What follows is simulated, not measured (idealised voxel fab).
The process module that follows is named voxel double patterning.
Square cell edge 5 nm, section width 265 nm, ID cut.
If you're reading a cross-section in this doc, picture square cells in a grid; it comes to you as bands, top ones listed first down to the bottom, and a band can be one or more rows of cells. The entry gives the band's vertical extent as a top height and a bottom height in nm, then its horizontal make-up as materials from left to right, each with a width in nm. "air" stands for empty space; a single material marked "everywhere" fills the band edge to edge. Zero point of the height axis is 0; under it, received wafer = one material. Lowest band: continues down indefinitely, "0 nm and below". With a width like "30..40", each row of cells in the band differs from the next by the same amount, the top row carrying the first number and the bottom row the second. Reading "no alterations made" for a step: not a cell of the cross-section changed in it. For the entry "Listed closed voids", the listed items are empty spaces with no open way to the top whose size is 8 cells or more; each item follows the pattern width x height at distance, where distance is from the left edge and all three are in nm. Formally, on a step line, whatever follows the settings is a remark that the simulator itself makes on the step. Each step line may optionally specify "overlay nm", which for a step with a mask gives the rightward distance between the mask's planned place and where it lay, a negative value indicating the leftward direction.
### This section lists the process steps that were planned
1) RECEIVE,material Si
2) CONFORMAL_DEP,material SiO2,thk nm 5
3) DIRECTIONAL_DEP,material polySi,thk nm 20
4) DIRECTIONAL_DEP,material SiN,thk nm 5
5) PATTERN,tone open,mask id FIRST,material resist,width nm 15,pitch nm 50,thk nm 15,overlay nm 0
6) DIRECTIONAL_ETCH,etch materials SiN,depth nm 5
7) STRIP,etch materials resist
8) DIRECTIONAL_DEP,material aC,thk nm 10
9) PATTERN,tone open,mask id SECOND,material resist,width nm 15,pitch nm 50,thk nm 30,overlay nm 0
10) DIRECTIONAL_ETCH,etch materials aC,depth nm 10
11) STRIP,etch materials resist
12) DIRECTIONAL_ETCH,etch materials SiN,depth nm 5
13) STRIP,etch materials aC
14) DIRECTIONAL_ETCH,etch materials polySi,depth nm 20
15) STRIP,etch materials SiN
### What follows covers the first of two wafers; it ran as planned
### Cross-section of the incoming wafer, state after step 1
	0 nm and below = Si everywhere
	Listed closed voids: none
### Upon completion of step 2, the wafer appears in cross-section as shown
	5 nm to 0 nm = SiO2 everywhere
	Everything below 0 is unchanged.
### Upon completion of step 3, the wafer appears in cross-section as shown
	25 nm to 5 nm = polySi everywhere
	Everything below 5 is unchanged.
### Upon completion of step 4, the wafer appears in cross-section as shown
	30 nm to 25 nm = SiN everywhere
	Everything below 25 is unchanged.
### Upon completion of step 5, the wafer appears in cross-section as shown
	45 nm to 30 nm = 75 nm resist  15 nm air  35 nm resist  15 nm air  35 nm resist  15 nm air  75 nm resist
	Everything below 30 is unchanged.
### Upon completion of step 6, the wafer appears in cross-section as shown
	45 nm to 30 nm = 75 nm resist  15 nm air  35 nm resist  15 nm air  35 nm resist  15 nm air  75 nm resist
	30 nm to 25 nm = 75 nm SiN  15 nm air  35 nm SiN  15 nm air  35 nm SiN  15 nm air  75 nm SiN
	Everything below 25 is unchanged.
### Upon completion of step 7, the wafer appears in cross-section as shown
	30 nm to 25 nm = 75 nm SiN  15 nm air  35 nm SiN  15 nm air  35 nm SiN  15 nm air  75 nm SiN
	Everything below 25 is unchanged.
### Upon completion of step 8, the wafer appears in cross-section as shown
	40 nm to 35 nm = 75 nm aC  15 nm air  35 nm aC  15 nm air  35 nm aC  15 nm air  75 nm aC
	35 nm to 30 nm = aC everywhere
	30 nm to 25 nm = 75 nm SiN  15 nm aC  35 nm SiN  15 nm aC  35 nm SiN  15 nm aC  75 nm SiN
	Everything below 25 is unchanged.
### Upon completion of step 9, the wafer appears in cross-section as shown
	70 nm to 40 nm = 100 nm resist  15 nm air  35 nm resist  15 nm air  100 nm resist
	40 nm to 35 nm = 75 nm aC  15 nm resist  35 nm aC  15 nm resist  35 nm aC  15 nm resist  75 nm aC
	Everything below 35 is unchanged.
### Upon completion of step 10, the wafer appears in cross-section as shown
	60 nm to 40 nm = 100 nm resist  15 nm air  35 nm resist  15 nm air  100 nm resist
	40 nm to 35 nm = 75 nm aC  15 nm resist  10 nm aC  15 nm air  10 nm aC  15 nm resist  10 nm aC  15 nm air  10 nm aC  15 nm resist  75 nm aC
	35 nm to 30 nm = 100 nm aC  15 nm air  35 nm aC  15 nm air  100 nm aC
	Everything below 30 is unchanged.
### Upon completion of step 11, the wafer appears in cross-section as shown
	40 nm to 35 nm = 75 nm aC  15 nm air  10 nm aC  15 nm air  10 nm aC  15 nm air  10 nm aC  15 nm air  10 nm aC  15 nm air  75 nm aC
	Everything below 35 is unchanged.
### Upon completion of step 12, the wafer appears in cross-section as shown
	40 nm to 35 nm = 75 nm aC  15 nm air  10 nm aC  15 nm air  10 nm aC  15 nm air  10 nm aC  15 nm air  10 nm aC  15 nm air  75 nm aC
	35 nm to 30 nm = 100 nm aC  15 nm air  35 nm aC  15 nm air  100 nm aC
	30 nm to 25 nm = 75 nm SiN  15 nm aC  10 nm SiN  15 nm air  10 nm SiN  15 nm aC  10 nm SiN  15 nm air  10 nm SiN  15 nm aC  75 nm SiN
	Everything below 25 is unchanged.
### Upon completion of step 13, the wafer appears in cross-section as shown
	30 nm to 25 nm = 75 nm SiN  15 nm air  10 nm SiN  15 nm air  10 nm SiN  15 nm air  10 nm SiN  15 nm air  10 nm SiN  15 nm air  75 nm SiN
	Everything below 25 is unchanged.
### Upon completion of step 14, the wafer appears in cross-section as shown
	30 nm to 25 nm = 75 nm SiN  15 nm air  10 nm SiN  15 nm air  10 nm SiN  15 nm air  10 nm SiN  15 nm air  10 nm SiN  15 nm air  75 nm SiN
	25 nm to 5 nm = 75 nm polySi  15 nm air  10 nm polySi  15 nm air  10 nm polySi  15 nm air  10 nm polySi  15 nm air  10 nm polySi  15 nm air  75 nm polySi
	Everything below 5 is unchanged.
### Upon completion of step 15, the wafer appears in cross-section as shown
	25 nm to 5 nm = 75 nm polySi  15 nm air  10 nm polySi  15 nm air  10 nm polySi  15 nm air  10 nm polySi  15 nm air  10 nm polySi  15 nm air  75 nm polySi
	Everything below 5 is unchanged.
### Wafer two of two - same starting point, same process plan, one mistake in execution; matches wafer one up to and including step 1
### X-section, second wafer, when step 2 was due to finish
	20 nm to 0 nm = polySi everywhere
	Everything below 0 is unchanged.
### X-section, second wafer, when step 3 was due to finish
	25 nm to 20 nm = SiO2 everywhere
	Everything below 20 is unchanged.
### X-section, second wafer, when step 4 was due to finish
	30 nm to 25 nm = SiN everywhere
	Everything below 25 is unchanged.
### X-section, second wafer, when step 5 was due to finish
	45 nm to 30 nm = 75 nm resist  15 nm air  35 nm resist  15 nm air  35 nm resist  15 nm air  75 nm resist
	Everything below 30 is unchanged.
### X-section, second wafer, when step 6 was due to finish
	45 nm to 30 nm = 75 nm resist  15 nm air  35 nm resist  15 nm air  35 nm resist  15 nm air  75 nm resist
	30 nm to 25 nm = 75 nm SiN  15 nm air  35 nm SiN  15 nm air  35 nm SiN  15 nm air  75 nm SiN
	Everything below 25 is unchanged.
### X-section, second wafer, when step 7 was due to finish
	30 nm to 25 nm = 75 nm SiN  15 nm air  35 nm SiN  15 nm air  35 nm SiN  15 nm air  75 nm SiN
	Everything below 25 is unchanged.
### X-section, second wafer, when step 8 was due to finish
	40 nm to 35 nm = 75 nm aC  15 nm air  35 nm aC  15 nm air  35 nm aC  15 nm air  75 nm aC
	35 nm to 30 nm = aC everywhere
	30 nm to 25 nm = 75 nm SiN  15 nm aC  35 nm SiN  15 nm aC  35 nm SiN  15 nm aC  75 nm SiN
	Everything below 25 is unchanged.
### X-section, second wafer, when step 9 was due to finish
	70 nm to 40 nm = 100 nm resist  15 nm air  35 nm resist  15 nm air  100 nm resist
	40 nm to 35 nm = 75 nm aC  15 nm resist  35 nm aC  15 nm resist  35 nm aC  15 nm resist  75 nm aC
	Everything below 35 is unchanged.
### X-section, second wafer, when step 10 was due to finish
	60 nm to 40 nm = 100 nm resist  15 nm air  35 nm resist  15 nm air  100 nm resist
	40 nm to 35 nm = 75 nm aC  15 nm resist  10 nm aC  15 nm air  10 nm aC  15 nm resist  10 nm aC  15 nm air  10 nm aC  15 nm resist  75 nm aC
	35 nm to 30 nm = 100 nm aC  15 nm air  35 nm aC  15 nm air  100 nm aC
	Everything below 30 is unchanged.
### X-section, second wafer, when step 11 was due to finish
	40 nm to 35 nm = 75 nm aC  15 nm air  10 nm aC  15 nm air  10 nm aC  15 nm air  10 nm aC  15 nm air  10 nm aC  15 nm air  75 nm aC
	Everything below 35 is unchanged.
### X-section, second wafer, when step 12 was due to finish
	40 nm to 35 nm = 75 nm aC  15 nm air  10 nm aC  15 nm air  10 nm aC  15 nm air  10 nm aC  15 nm air  10 nm aC  15 nm air  75 nm aC
	35 nm to 30 nm = 100 nm aC  15 nm air  35 nm aC  15 nm air  100 nm aC
	30 nm to 25 nm = 75 nm SiN  15 nm aC  10 nm SiN  15 nm air  10 nm SiN  15 nm aC  10 nm SiN  15 nm air  10 nm SiN  15 nm aC  75 nm SiN
	Everything below 25 is unchanged.
### X-section, second wafer, when step 13 was due to finish
	30 nm to 25 nm = 75 nm SiN  15 nm air  10 nm SiN  15 nm air  10 nm SiN  15 nm air  10 nm SiN  15 nm air  10 nm SiN  15 nm air  75 nm SiN
	Everything below 25 is unchanged.
X-section, second wafer, when step 14 was due to finish: no alterations made
### X-section, second wafer, when step 15 was due to finish
	25 nm to 20 nm = SiO2 everywhere
	Everything below 20 is unchanged.
In executing the process, a mistake was made relative to the plan: a sequencing error occurred in which plan steps 2 and 3 were transposed
Heads up, by the end the second wafer has more or fewer cells of some materials compared to the first: +60 polySi
